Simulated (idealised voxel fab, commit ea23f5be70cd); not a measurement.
Proc. module: voxel gate over fins
Each square cell in cross-section cut measures 5 nm, and the section as a whole is 145 nm wide.
Think of the cross-section as a grid of square cells. We describe it in bands, top to bottom, and each band covers one or more rows of those cells. Top, bottom (nm), then materials left to right with widths (nm); lone material tagged "throughout" fills the whole band edge to edge; "air" = empty space. Heights are reckoned from 0. Under this level, the received wafer is all of one material. The bottommost band is open-ended downward, for example "top 0, no bottom". You'd read "30 to 40" like this: the band's top row of cells is as wide as the first number, its bottom row is as wide as the second, and going down, every row changes width by the same amount as the row before did. What does "everything unchanged" mean for a step? It means no cell of the cross-section changed in that step. Entry "Trapped cavities" = empty spaces >= 8 cells with no open way to the top; each as width x height at distance, distance from left edge, all nm. Anything after a step's settings on that line? It's the simulator's own note about the step. overlay nm: how far to the right of its planned place the mask lay on this masked step (negative: to the left).

These are the steps we planned for the process:
1) RECEIVE,material Si
2) CONFORMAL_DEP,material SiN,thk nm 5
3) PATTERN,tone cover,mask id FINS,material resist,width nm 15,pitch nm 50,thk nm 15,overlay nm 0
4) DIRECTIONAL_ETCH,etch materials SiN,depth nm 5
5) DIRECTIONAL_ETCH,etch materials Si,depth nm 40
6) STRIP,etch materials resist
7) FILL_DEP,material SiO2,thk nm 15
8) CMP,height nm 5
9) PATTERN,tone open,mask id RAIL,material resist,width nm 15,thk nm 15,overlay nm 0
10) DIRECTIONAL_ETCH,etch materials SiO2,depth nm 40
11) STRIP,etch materials resist
12) CONFORMAL_DEP,material TiN,thk nm 5
13) FILL_DEP,material Ru,thk nm 5
14) CMP,height nm 5
15) SELECTIVE_ETCH,etch materials W Ru TiN,depth nm 20
16) FILL_DEP,material SiO2,thk nm 5
17) CMP,height nm 5
18) SELECTIVE_ETCH,etch materials SiO2,depth nm 15
19) STRIP,etch materials SiN
20) CONFORMAL_DEP,material HfO2,thk nm 5
21) CONFORMAL_DEP,material TiN,thk nm 5
22) CONFORMAL_DEP,material TiAl,thk nm 5
23) CONFORMAL_DEP,material TiN,thk nm 5
24) FILL_DEP,material W,thk nm 15
25) CMP,height nm 30
26) CONFORMAL_DEP,material SiN,thk nm 10

Received-state cross-section, reflecting completion of step 1:
- top 0, no bottom: Si throughout
- Trapped cavities: none

Here's the wafer cut in cross-section after the module, started and planned just like above, except one thing was done wrong in the run:
- top 40, bottom 30: SiN throughout
- top 30, bottom 15: W throughout
- top 15, bottom 5: 45 of TiN  5 of W  45 of TiN  5 of W  45 of TiN
- top 5, bottom 0: 10 of TiN  25 of HfO2  25 of TiN  25 of HfO2  25 of TiN  25 of HfO2  10 of TiN
- top 0, bottom -5: 10 of TiN  5 of HfO2  15 of Si  5 of HfO2  25 of TiN  5 of HfO2  15 of Si  5 of HfO2  25 of TiN  5 of HfO2  15 of Si  5 of HfO2  10 of TiN
- top -5, bottom -10: 15 of HfO2  15 of Si  35 of HfO2  15 of Si  35 of HfO2  15 of Si  15 of HfO2
- top -10, bottom -15: 15 of SiO2  15 of Si  35 of SiO2  15 of Si  35 of SiO2  15 of Si  15 of SiO2
- top -15, bottom -30: 15 of SiO2  15 of Si  10 of SiO2  5 of TiN  5 of Ru  5 of TiN  10 of SiO2  15 of Si  35 of SiO2  15 of Si  15 of SiO2
- top -30, bottom -35: 15 of SiO2  15 of Si  10 of SiO2  15 of TiN  10 of SiO2  15 of Si  35 of SiO2  15 of Si  15 of SiO2
- top -35, bottom -40: 15 of SiO2  15 of Si  35 of SiO2  15 of Si  35 of SiO2  15 of Si  15 of SiO2
- top -40, no bottom: Si throughout
- Trapped cavities: none
What broke from the plan during processing? with respect to the plan, step 22 was omitted and not executed
